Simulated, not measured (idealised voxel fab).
Herein follows the process module entitled voxel self aligned vias.
Cross-section cut spans 255 nm and uses square cells 5 nm in size.
Bands, listed from the top down, are how a cross-section gets written in this document; the cross-section itself is a grid of square cells, and a band is one or more rows of them. Basically the band line says how high the top is and how high the bottom is, in nm, and then what's in it from left to right, every material with its width in nm. Empty space shows up as "empty", and if a single material carries "all across" it runs the full band edge to edge. Counting heights begins at 0, where everything beneath is, in the wafer as received, one material. The lowest band has no bottom; it goes on downwards, as "0 -> down" shows. Width spec "30..40" -> top row of cells at first value, bottom row at second value, equal per-row change in between. Reading "nothing changed" for a step: not a cell of the cross-section changed in it. Empty spaces counting at least 8 cells and having no open way to the top are listed in "Sealed internal cavities". The notation width x height at distance is used for each, the distance being from the left edge and all three values in nm. Anything after a step's settings on that line? It's the simulator's own note about the step. overlay nm: mask right of planned place by this much (step with mask). Neg. = left. Pairs from here to the end. Each: cross-section before one process step, cross-section after it, the latter only as far down as the lowest band that changed. Under each: the step between, and its settings. Mind that the pairs may be taken from different runs of this module on the same starting wafer; whether a pair continues from the pair above depends on its entry headed "Pre-process state", and it does only where that entry says so.
# Pre-process state
> 60 -> 40: 40 of SiO2 | 45 of empty | 20 of SiO2 | 45 of empty | 20 of SiO2 | 45 of empty | 40 of SiO2
> 40 -> 25: 50 of SiO2 | 5 of TiN | 15 of W | 5 of TiN | 40 of SiO2 | 5 of TiN | 15 of W | 5 of TiN | 40 of SiO2 | 5 of TiN | 15 of W | 5 of TiN | 50 of SiO2
> 25 -> 20: 50 of SiO2 | 25 of TiN | 40 of SiO2 | 25 of TiN | 40 of SiO2 | 25 of TiN | 50 of SiO2
> 20 -> 15: SiCN all across
> 15 -> 0: SiO2 all across
> 0 -> down: Si all across
> Sealed internal cavities: none
# As Processed
> 65 -> 60: 45 of TiN | 35 of empty | 30 of TiN | 35 of empty | 30 of TiN | 35 of empty | 45 of TiN
> 60 -> 45: 40 of SiO2 | 5 of TiN | 35 of empty | 5 of TiN | 20 of SiO2 | 5 of TiN | 35 of empty | 5 of TiN | 20 of SiO2 | 5 of TiN | 35 of empty | 5 of TiN | 40 of SiO2
> 45 -> 40: 40 of SiO2 | 45 of TiN | 20 of SiO2 | 45 of TiN | 20 of SiO2 | 45 of TiN | 40 of SiO2
> Nothing below the height 40 has changed.
> Sealed internal cavities: none
The two cross-sections above bracket this step: CONFORMAL_DEP [material TiN] [thk nm 5]
Pre-process state: Reference is made to the cross-section shown after the step in the pair directly above, which represents the state prior to this step.
# As Processed
> 70 -> 65: Cu all across
> 65 -> 60: 45 of TiN | 35 of Cu | 30 of TiN | 35 of Cu | 30 of TiN | 35 of Cu | 45 of TiN
> 60 -> 45: 40 of SiO2 | 5 of TiN | 35 of Cu | 5 of TiN | 20 of SiO2 | 5 of TiN | 35 of Cu | 5 of TiN | 20 of SiO2 | 5 of TiN | 35 of Cu | 5 of TiN | 40 of SiO2
> Nothing below the height 45 has changed.
> Sealed internal cavities: none
The two cross-sections above bracket this step: FILL_DEP [material Cu] [thk nm 5]
Pre-process state: Reference is made to the cross-section shown after the step in the pair directly above, which represents the state prior to this step.
# As Processed
> 75 -> 70: SiCN all across
> Nothing below the height 70 has changed.
> Sealed internal cavities: none
The two cross-sections above bracket this step: CONFORMAL_DEP [material SiCN] [thk nm 5]
# Pre-process state
> 50 -> 20: SiO2 all across
> 20 -> 15: SiCN all across
> 15 -> 0: SiO2 all across
> 0 -> down: Si all across
> Sealed internal cavities: none
# As Processed
> 50 -> 20: 55 of SiO2 | 20 of empty | 45 of SiO2 | 20 of empty | 45 of SiO2 | 20 of empty | 50 of SiO2
> Nothing below the height 20 has changed.
> Sealed internal cavities: none
The two cross-sections above bracket this step: MASKED_ETCH [tone open] [mask id LINES] [width nm 20] [pitch nm 65] [etch materials SiO2] [depth nm 30] [overlay nm 0]
Pre-process state: Reference is made to the cross-section shown after the step in the pair directly above, which represents the state prior to this step.
# As Processed
> 55 -> 50: 60 of TiN | 10 of empty | 55 of TiN | 10 of empty | 55 of TiN | 10 of empty | 55 of TiN
> 50 -> 25: 55 of SiO2 | 5 of TiN | 10 of empty | 5 of TiN | 45 of SiO2 | 5 of TiN | 10 of empty | 5 of TiN | 45 of SiO2 | 5 of TiN | 10 of empty | 5 of TiN | 50 of SiO2
> 25 -> 20: 55 of SiO2 | 20 of TiN | 45 of SiO2 | 20 of TiN | 45 of SiO2 | 20 of TiN | 50 of SiO2
> Nothing below the height 20 has changed.
> Sealed internal cavities: none
The two cross-sections above bracket this step: CONFORMAL_DEP [material TiN] [thk nm 5]
Pre-process state: Reference is made to the cross-section shown after the step in the pair directly above, which represents the state prior to this step.
# As Processed
> 60 -> 55: W all across
> 55 -> 50: 60 of TiN | 10 of W | 55 of TiN | 10 of W | 55 of TiN | 10 of W | 55 of TiN
> 50 -> 25: 55 of SiO2 | 5 of TiN | 10 of W | 5 of TiN | 45 of SiO2 | 5 of TiN | 10 of W | 5 of TiN | 45 of SiO2 | 5 of TiN | 10 of W | 5 of TiN | 50 of SiO2
> Nothing below the height 25 has changed.
> Sealed internal cavities: none
The two cross-sections above bracket this step: FILL_DEP [material W] [thk nm 5]
Pre-process state: Reference is made to the cross-section shown after the step in the pair directly above, which represents the state prior to this step.
# As Processed
> 50 -> 25: 55 of SiO2 | 5 of TiN | 10 of W | 5 of TiN | 45 of SiO2 | 5 of TiN | 10 of W | 5 of TiN | 45 of SiO2 | 5 of TiN | 10 of W | 5 of TiN | 50 of SiO2
> Nothing below the height 25 has changed.
> Sealed internal cavities: none
The two cross-sections above bracket this step: CMP [height nm 50]
Pre-process state: Reference is made to the cross-section shown after the step in the pair directly above, which represents the state prior to this step.
# As Processed
> 50 -> 45: 55 of SiO2 | 20 of empty | 45 of SiO2 | 20 of empty | 45 of SiO2 | 20 of empty | 50 of SiO2
> Nothing below the height 45 has changed.
> Sealed internal cavities: none
The two cross-sections above bracket this step: SELECTIVE_ETCH [etch materials W Ru TiN] [depth nm 5]
Pre-process state: Reference is made to the cross-section shown after the step in the pair directly above, which represents the state prior to this step.
# As Processed
> 60 -> 50: SiN all across
> 50 -> 45: 55 of SiO2 | 20 of SiN | 45 of SiO2 | 20 of SiN | 45 of SiO2 | 20 of SiN | 50 of SiO2
> Nothing below the height 45 has changed.
> Sealed internal cavities: none
The two cross-sections above bracket this step: FILL_DEP [material SiN] [thk nm 10]
Pre-process state: Reference is made to the cross-section shown after the step in the pair directly above, which represents the state prior to this step.
# As Processed
> 50 -> 45: 55 of SiO2 | 20 of SiN | 45 of SiO2 | 20 of SiN | 45 of SiO2 | 20 of SiN | 50 of SiO2
> Nothing below the height 45 has changed.
> Sealed internal cavities: none
The two cross-sections above bracket this step: CMP [height nm 50]
Pre-process state: Reference is made to the cross-section shown after the step in the pair directly above, which represents the state prior to this step.
# As Processed
> 70 -> 50: SiO2 all across
> Nothing below the height 50 has changed.
> Sealed internal cavities: none
The two cross-sections above bracket this step: DIRECTIONAL_DEP [material SiO2] [thk nm 20]
Pre-process state: Reference is made to the cross-section shown after the step in the pair directly above, which represents the state prior to this step.
# As Processed
> 70 -> 50: 40 of SiO2 | 45 of empty | 20 of SiO2 | 45 of empty | 20 of SiO2 | 45 of empty | 40 of SiO2
> Nothing below the height 50 has changed.
> Sealed internal cavities: none
The two cross-sections above bracket this step: MASKED_ETCH [tone open] [mask id VIAS] [width nm 45] [pitch nm 65] [etch materials SiO2] [depth nm 20] [overlay nm 0]
Pre-process state: Reference is made to the cross-section shown after the step in the pair directly above, which represents the state prior to this step.
# As Processed
> 70 -> 50: 40 of SiO2 | 45 of empty | 20 of SiO2 | 45 of empty | 20 of SiO2 | 45 of empty | 40 of SiO2
> 50 -> 45: 55 of SiO2 | 20 of empty | 45 of SiO2 | 20 of empty | 45 of SiO2 | 20 of empty | 50 of SiO2
> Nothing below the height 45 has changed.
> Sealed internal cavities: none
The two cross-sections above bracket this step: MASKED_ETCH [tone open] [mask id VIAS] [width nm 45] [pitch nm 65] [etch materials SiN] [depth nm 5] [overlay nm 0]
Pre-process state: Reference is made to the cross-section shown after the step in the pair directly above, which represents the state prior to this step.
# As Processed
> 75 -> 70: 45 of TiN | 35 of empty | 30 of TiN | 35 of empty | 30 of TiN | 35 of empty | 45 of TiN
> 70 -> 55: 40 of SiO2 | 5 of TiN | 35 of empty | 5 of TiN | 20 of SiO2 | 5 of TiN | 35 of empty | 5 of TiN | 20 of SiO2 | 5 of TiN | 35 of empty | 5 of TiN | 40 of SiO2
> 55 -> 50: 40 of SiO2 | 20 of TiN | 10 of empty | 15 of TiN | 20 of SiO2 | 20 of TiN | 10 of empty | 15 of TiN | 20 of SiO2 | 20 of TiN | 10 of empty | 15 of TiN | 40 of SiO2
> 50 -> 45: 55 of SiO2 | 20 of TiN | 45 of SiO2 | 20 of TiN | 45 of SiO2 | 20 of TiN | 50 of SiO2
> Nothing below the height 45 has changed.
> Sealed internal cavities: none
The two cross-sections above bracket this step: CONFORMAL_DEP [material TiN] [thk nm 5]
Pre-process state: Reference is made to the cross-section shown after the step in the pair directly above, which represents the state prior to this step.
# As Processed
> 80 -> 75: Cu all across
> 75 -> 70: 45 of TiN | 35 of Cu | 30 of TiN | 35 of Cu | 30 of TiN | 35 of Cu | 45 of TiN
> 70 -> 55: 40 of SiO2 | 5 of TiN | 35 of Cu | 5 of TiN | 20 of SiO2 | 5 of TiN | 35 of Cu | 5 of TiN | 20 of SiO2 | 5 of TiN | 35 of Cu | 5 of TiN | 40 of SiO2
> 55 -> 50: 40 of SiO2 | 20 of TiN | 10 of Cu | 15 of TiN | 20 of SiO2 | 20 of TiN | 10 of Cu | 15 of TiN | 20 of SiO2 | 20 of TiN | 10 of Cu | 15 of TiN | 40 of SiO2
> Nothing below the height 50 has changed.
> Sealed internal cavities: none
The two cross-sections above bracket this step: FILL_DEP [material Cu] [thk nm 5]
Pre-process state: Reference is made to the cross-section shown after the step in the pair directly above, which represents the state prior to this step.
# As Processed
> 70 -> 55: 40 of SiO2 | 5 of TiN | 35 of Cu | 5 of TiN | 20 of SiO2 | 5 of TiN | 35 of Cu | 5 of TiN | 20 of SiO2 | 5 of TiN | 35 of Cu | 5 of TiN | 40 of SiO2
> Nothing below the height 55 has changed.
> Sealed internal cavities: none
The two cross-sections above bracket this step: CMP [height nm 70]
Pre-process state: Reference is made to the cross-section shown after the step in the pair directly above, which represents the state prior to this step.
# As Processed
> 75 -> 70: SiCN all across
> Nothing below the height 70 has changed.
> Sealed internal cavities: none
The two cross-sections above bracket this step: CONFORMAL_DEP [material SiCN] [thk nm 5]
# Pre-process state
> 50 -> 20: SiO2 all across
> 20 -> 15: SiCN all across
> 15 -> 0: SiO2 all across
> 0 -> down: Si all across
> Sealed internal cavities: none
# As Processed
> 50 -> 20: 55 of SiO2 | 25 of empty | 40 of SiO2 | 25 of empty | 40 of SiO2 | 25 of empty | 45 of SiO2
> Nothing below the height 20 has changed.
> Sealed internal cavities: none
The two cross-sections above bracket this step: MASKED_ETCH [tone open] [mask id LINES] [width nm 25] [pitch nm 65] [etch materials SiO2] [depth nm 30] [overlay nm 5]
Pre-process state: Reference is made to the cross-section shown after the step in the pair directly above, which represents the state prior to this step.
# As Processed
> 55 -> 50: 60 of TiN | 15 of empty | 50 of TiN | 15 of empty | 50 of TiN | 15 of empty | 50 of TiN
> 50 -> 25: 55 of SiO2 | 5 of TiN | 15 of empty | 5 of TiN | 40 of SiO2 | 5 of TiN | 15 of empty | 5 of TiN | 40 of SiO2 | 5 of TiN | 15 of empty | 5 of TiN | 45 of SiO2
> 25 -> 20: 55 of SiO2 | 25 of TiN | 40 of SiO2 | 25 of TiN | 40 of SiO2 | 25 of TiN | 45 of SiO2
> Nothing below the height 20 has changed.
> Sealed internal cavities: none
The two cross-sections above bracket this step: CONFORMAL_DEP [material TiN] [thk nm 5]
Pre-process state: Reference is made to the cross-section shown after the step in the pair directly above, which represents the state prior to this step.
# As Processed
> 60 -> 55: W all across
> 55 -> 50: 60 of TiN | 15 of W | 50 of TiN | 15 of W | 50 of TiN | 15 of W | 50 of TiN
> 50 -> 25: 55 of SiO2 | 5 of TiN | 15 of W | 5 of TiN | 40 of SiO2 | 5 of TiN | 15 of W | 5 of TiN | 40 of SiO2 | 5 of TiN | 15 of W | 5 of TiN | 45 of SiO2
> Nothing below the height 25 has changed.
> Sealed internal cavities: none
The two cross-sections above bracket this step: FILL_DEP [material W] [thk nm 5]
Pre-process state: Reference is made to the cross-section shown after the step in the pair directly above, which represents the state prior to this step.
# As Processed
> 50 -> 25: 55 of SiO2 | 5 of TiN | 15 of W | 5 of TiN | 40 of SiO2 | 5 of TiN | 15 of W | 5 of TiN | 40 of SiO2 | 5 of TiN | 15 of W | 5 of TiN | 45 of SiO2
> Nothing below the height 25 has changed.
> Sealed internal cavities: none
The two cross-sections above bracket this step: CMP [height nm 50]
Pre-process state: Reference is made to the cross-section shown after the step in the pair directly above, which represents the state prior to this step.
# As Processed
> 50 -> 45: 55 of SiO2 | 25 of empty | 40 of SiO2 | 25 of empty | 40 of SiO2 | 25 of empty | 45 of SiO2
> Nothing below the height 45 has changed.
> Sealed internal cavities: none
The two cross-sections above bracket this step: SELECTIVE_ETCH [etch materials W Ru TiN] [depth nm 5]
Pre-process state: Reference is made to the cross-section shown after the step in the pair directly above, which represents the state prior to this step.
# As Processed
> 60 -> 50: SiN all across
> 50 -> 45: 55 of SiO2 | 25 of SiN | 40 of SiO2 | 25 of SiN | 40 of SiO2 | 25 of SiN | 45 of SiO2
> Nothing below the height 45 has changed.
> Sealed internal cavities: none
The two cross-sections above bracket this step: FILL_DEP [material SiN] [thk nm 10]
Pre-process state: Reference is made to the cross-section shown after the step in the pair directly above, which represents the state prior to this step.
# As Processed
> 50 -> 45: 55 of SiO2 | 25 of SiN | 40 of SiO2 | 25 of SiN | 40 of SiO2 | 25 of SiN | 45 of SiO2
> Nothing below the height 45 has changed.
> Sealed internal cavities: none
The two cross-sections above bracket this step: CMP [height nm 50]
Pre-process state: Reference is made to the cross-section shown after the step in the pair directly above, which represents the state prior to this step.
# As Processed
> 70 -> 50: SiO2 all across
> Nothing below the height 50 has changed.
> Sealed internal cavities: none
The two cross-sections above bracket this step: DIRECTIONAL_DEP [material SiO2] [thk nm 20]
Pre-process state: Reference is made to the cross-section shown after the step in the pair directly above, which represents the state prior to this step.
# As Processed
> 70 -> 50: 40 of SiO2 | 45 of empty | 20 of SiO2 | 45 of empty | 20 of SiO2 | 45 of empty | 40 of SiO2
> Nothing below the height 50 has changed.
> Sealed internal cavities: none
The two cross-sections above bracket this step: MASKED_ETCH [tone open] [mask id VIAS] [width nm 45] [pitch nm 65] [etch materials SiO2] [depth nm 20] [overlay nm 0]
Pre-process state: Reference is made to the cross-section shown after the step in the pair directly above, which represents the state prior to this step.
# As Processed
> 70 -> 50: 40 of SiO2 | 45 of empty | 20 of SiO2 | 45 of empty | 20 of SiO2 | 45 of empty | 40 of SiO2
> 50 -> 45: 55 of SiO2 | 25 of empty | 40 of SiO2 | 25 of empty | 40 of SiO2 | 25 of empty | 45 of SiO2
> Nothing below the height 45 has changed.
> Sealed internal cavities: none
The two cross-sections above bracket this step: MASKED_ETCH [tone open] [mask id VIAS] [width nm 45] [pitch nm 65] [etch materials SiN] [depth nm 5] [overlay nm 0]
Pre-process state: Reference is made to the cross-section shown after the step in the pair directly above, which represents the state prior to this step.
# As Processed
> 75 -> 70: 45 of TiN | 35 of empty | 30 of TiN | 35 of empty | 30 of TiN | 35 of empty | 45 of TiN
> 70 -> 55: 40 of SiO2 | 5 of TiN | 35 of empty | 5 of TiN | 20 of SiO2 | 5 of TiN | 35 of empty | 5 of TiN | 20 of SiO2 | 5 of TiN | 35 of empty | 5 of TiN | 40 of SiO2
> 55 -> 50: 40 of SiO2 | 20 of TiN | 15 of empty | 10 of TiN | 20 of SiO2 | 20 of TiN | 15 of empty | 10 of TiN | 20 of SiO2 | 20 of TiN | 15 of empty | 10 of TiN | 40 of SiO2
> 50 -> 45: 55 of SiO2 | 25 of TiN | 40 of SiO2 | 25 of TiN | 40 of SiO2 | 25 of TiN | 45 of SiO2
> Nothing below the height 45 has changed.
> Sealed internal cavities: none
The two cross-sections above bracket this step: CONFORMAL_DEP [material TiN] [thk nm 5]
Pre-process state: Reference is made to the cross-section shown after the step in the pair directly above, which represents the state prior to this step.
# As Processed
> 80 -> 75: Cu all across
> 75 -> 70: 45 of TiN | 35 of Cu | 30 of TiN | 35 of Cu | 30 of TiN | 35 of Cu | 45 of TiN
> 70 -> 55: 40 of SiO2 | 5 of TiN | 35 of Cu | 5 of TiN | 20 of SiO2 | 5 of TiN | 35 of Cu | 5 of TiN | 20 of SiO2 | 5 of TiN | 35 of Cu | 5 of TiN | 40 of SiO2
> 55 -> 50: 40 of SiO2 | 20 of TiN | 15 of Cu | 10 of TiN | 20 of SiO2 | 20 of TiN | 15 of Cu | 10 of TiN | 20 of SiO2 | 20 of TiN | 15 of Cu | 10 of TiN | 40 of SiO2
> Nothing below the height 50 has changed.
> Sealed internal cavities: none
The two cross-sections above bracket this step: FILL_DEP [material Cu] [thk nm 5]
Pre-process state: Reference is made to the cross-section shown after the step in the pair directly above, which represents the state prior to this step.
# As Processed
> 70 -> 55: 40 of SiO2 | 5 of TiN | 35 of Cu | 5 of TiN | 20 of SiO2 | 5 of TiN | 35 of Cu | 5 of TiN | 20 of SiO2 | 5 of TiN | 35 of Cu | 5 of TiN | 40 of SiO2
> Nothing below the height 55 has changed.
> Sealed internal cavities: none
The two cross-sections above bracket this step: CMP [height nm 70]
Pre-process state: Reference is made to the cross-section shown after the step in the pair directly above, which represents the state prior to this step.
# As Processed
> 75 -> 70: SiCN all across
> Nothing below the height 70 has changed.
> Sealed internal cavities: none
The two cross-sections above bracket this step: CONFORMAL_DEP [material SiCN] [thk nm 5]
# Pre-process state
> 50 -> 45: 50 of SiO2 | 25 of SiN | 40 of SiO2 | 25 of SiN | 40 of SiO2 | 25 of SiN | 50 of SiO2
> 45 -> 25: 50 of SiO2 | 5 of TiN | 15 of W | 5 of TiN | 40 of SiO2 | 5 of TiN | 15 of W | 5 of TiN | 40 of SiO2 | 5 of TiN | 15 of W | 5 of TiN | 50 of SiO2
> 25 -> 20: 50 of SiO2 | 25 of TiN | 40 of SiO2 | 25 of TiN | 40 of SiO2 | 25 of TiN | 50 of SiO2
> 20 -> 15: SiCN all across
> 15 -> 0: SiO2 all across
> 0 -> down: Si all across
> Sealed internal cavities: none
# As Processed
> 70 -> 50: SiN all across
> Nothing below the height 50 has changed.
> Sealed internal cavities: none
The two cross-sections above bracket this step: DIRECTIONAL_DEP [material SiN] [thk nm 20]
Pre-process state: Reference is made to the cross-section shown after the step in the pair directly above, which represents the state prior to this step.
# As Processed
> 70 -> 65: 40 of SiN | 45 of empty | 20 of SiN | 45 of empty | 20 of SiN | 45 of empty | 40 of SiN
> Nothing below the height 65 has changed.
> Sealed internal cavities: none
The two cross-sections above bracket this step: MASKED_ETCH [tone open] [mask id VIAS] [width nm 45] [pitch nm 65] [etch materials SiN] [depth nm 5] [overlay nm 0]
Pre-process state: Reference is made to the cross-section shown after the step in the pair directly above, which represents the state prior to this step.
# As Processed
> 75 -> 70: 45 of TiN | 35 of empty | 30 of TiN | 35 of empty | 30 of TiN | 35 of empty | 45 of TiN
> 70 -> 65: 40 of SiN | 45 of TiN | 20 of SiN | 45 of TiN | 20 of SiN | 45 of TiN | 40 of SiN
> Nothing below the height 65 has changed.
> Sealed internal cavities: none
The two cross-sections above bracket this step: CONFORMAL_DEP [material TiN] [thk nm 5]
Pre-process state: Reference is made to the cross-section shown after the step in the pair directly above, which represents the state prior to this step.
# As Processed
> 80 -> 75: Cu all across
> 75 -> 70: 45 of TiN | 35 of Cu | 30 of TiN | 35 of Cu | 30 of TiN | 35 of Cu | 45 of TiN
> Nothing below the height 70 has changed.
> Sealed internal cavities: none
The two cross-sections above bracket this step: FILL_DEP [material Cu] [thk nm 5]
Pre-process state: Reference is made to the cross-section shown after the step in the pair directly above, which represents the state prior to this step.
# As Processed
> 70 -> 65: 40 of SiN | 45 of TiN | 20 of SiN | 45 of TiN | 20 of SiN | 45 of TiN | 40 of SiN
> Nothing below the height 65 has changed.
> Sealed internal cavities: none
The two cross-sections above bracket this step: CMP [height nm 70]
Pre-process state: Reference is made to the cross-section shown after the step in the pair directly above, which represents the state prior to this step.
# As Processed
> 75 -> 70: SiCN all across
> Nothing below the height 70 has changed.
> Sealed internal cavities: none
The two cross-sections above bracket this step: CONFORMAL_DEP [material SiCN] [thk nm 5]
# Pre-process state
> 70 -> 50: SiO2 all across
> 50 -> 45: 50 of SiO2 | 25 of SiN | 40 of SiO2 | 25 of SiN | 40 of SiO2 | 25 of SiN | 50 of SiO2
> 45 -> 25: 50 of SiO2 | 5 of TiN | 15 of W | 5 of TiN | 40 of SiO2 | 5 of TiN | 15 of W | 5 of TiN | 40 of SiO2 | 5 of TiN | 15 of W | 5 of TiN | 50 of SiO2
> 25 -> 20: 50 of SiO2 | 25 of TiN | 40 of SiO2 | 25 of TiN | 40 of SiO2 | 25 of TiN | 50 of SiO2
> 20 -> 15: SiCN all across
> 15 -> 0: SiO2 all across
> 0 -> down: Si all across
> Sealed internal cavities: none
# As Processed
> 70 -> 50: 40 of empty | 45 of SiO2 | 20 of empty | 45 of SiO2 | 20 of empty | 45 of SiO2 | 40 of empty
> Nothing below the height 50 has changed.
> Sealed internal cavities: none
The two cross-sections above bracket this step: MASKED_ETCH [tone cover] [mask id VIAS] [width nm 45] [pitch nm 65] [etch materials SiO2] [depth nm 20] [overlay nm 0]
Pre-process state: Reference is made to the cross-section shown after the step in the pair directly above, which represents the state prior to this step.
# As Processed
> 75 -> 70: 35 of empty | 55 of TiN | 10 of empty | 55 of TiN | 10 of empty | 55 of TiN | 35 of empty
> 70 -> 55: 35 of empty | 5 of TiN | 45 of SiO2 | 5 of TiN | 10 of empty | 5 of TiN | 45 of SiO2 | 5 of TiN | 10 of empty | 5 of TiN | 45 of SiO2 | 5 of TiN | 35 of empty
> 55 -> 50: 40 of TiN | 45 of SiO2 | 20 of TiN | 45 of SiO2 | 20 of TiN | 45 of SiO2 | 40 of TiN
> Nothing below the height 50 has changed.
> Sealed internal cavities: none
The two cross-sections above bracket this step: CONFORMAL_DEP [material TiN] [thk nm 5]
Pre-process state: Reference is made to the cross-section shown after the step in the pair directly above, which represents the state prior to this step.
# As Processed
> 80 -> 75: Cu all across
> 75 -> 70: 35 of Cu | 55 of TiN | 10 of Cu | 55 of TiN | 10 of Cu | 55 of TiN | 35 of Cu
> 70 -> 55: 35 of Cu | 5 of TiN | 45 of SiO2 | 5 of TiN | 10 of Cu | 5 of TiN | 45 of SiO2 | 5 of TiN | 10 of Cu | 5 of TiN | 45 of SiO2 | 5 of TiN | 35 of Cu
> Nothing below the height 55 has changed.
> Sealed internal cavities: none
The two cross-sections above bracket this step: FILL_DEP [material Cu] [thk nm 5]
Pre-process state: Reference is made to the cross-section shown after the step in the pair directly above, which represents the state prior to this step.
# As Processed
> 70 -> 55: 35 of Cu | 5 of TiN | 45 of SiO2 | 5 of TiN | 10 of Cu | 5 of TiN | 45 of SiO2 | 5 of TiN | 10 of Cu | 5 of TiN | 45 of SiO2 | 5 of TiN | 35 of Cu
> Nothing below the height 55 has changed.
> Sealed internal cavities: none
The two cross-sections above bracket this step: CMP [height nm 70]
Pre-process state: Reference is made to the cross-section shown after the step in the pair directly above, which represents the state prior to this step.
# As Processed
> 75 -> 70: SiCN all across
> Nothing below the height 70 has changed.
> Sealed internal cavities: none
The two cross-sections above bracket this step: CONFORMAL_DEP [material SiCN] [thk nm 5]
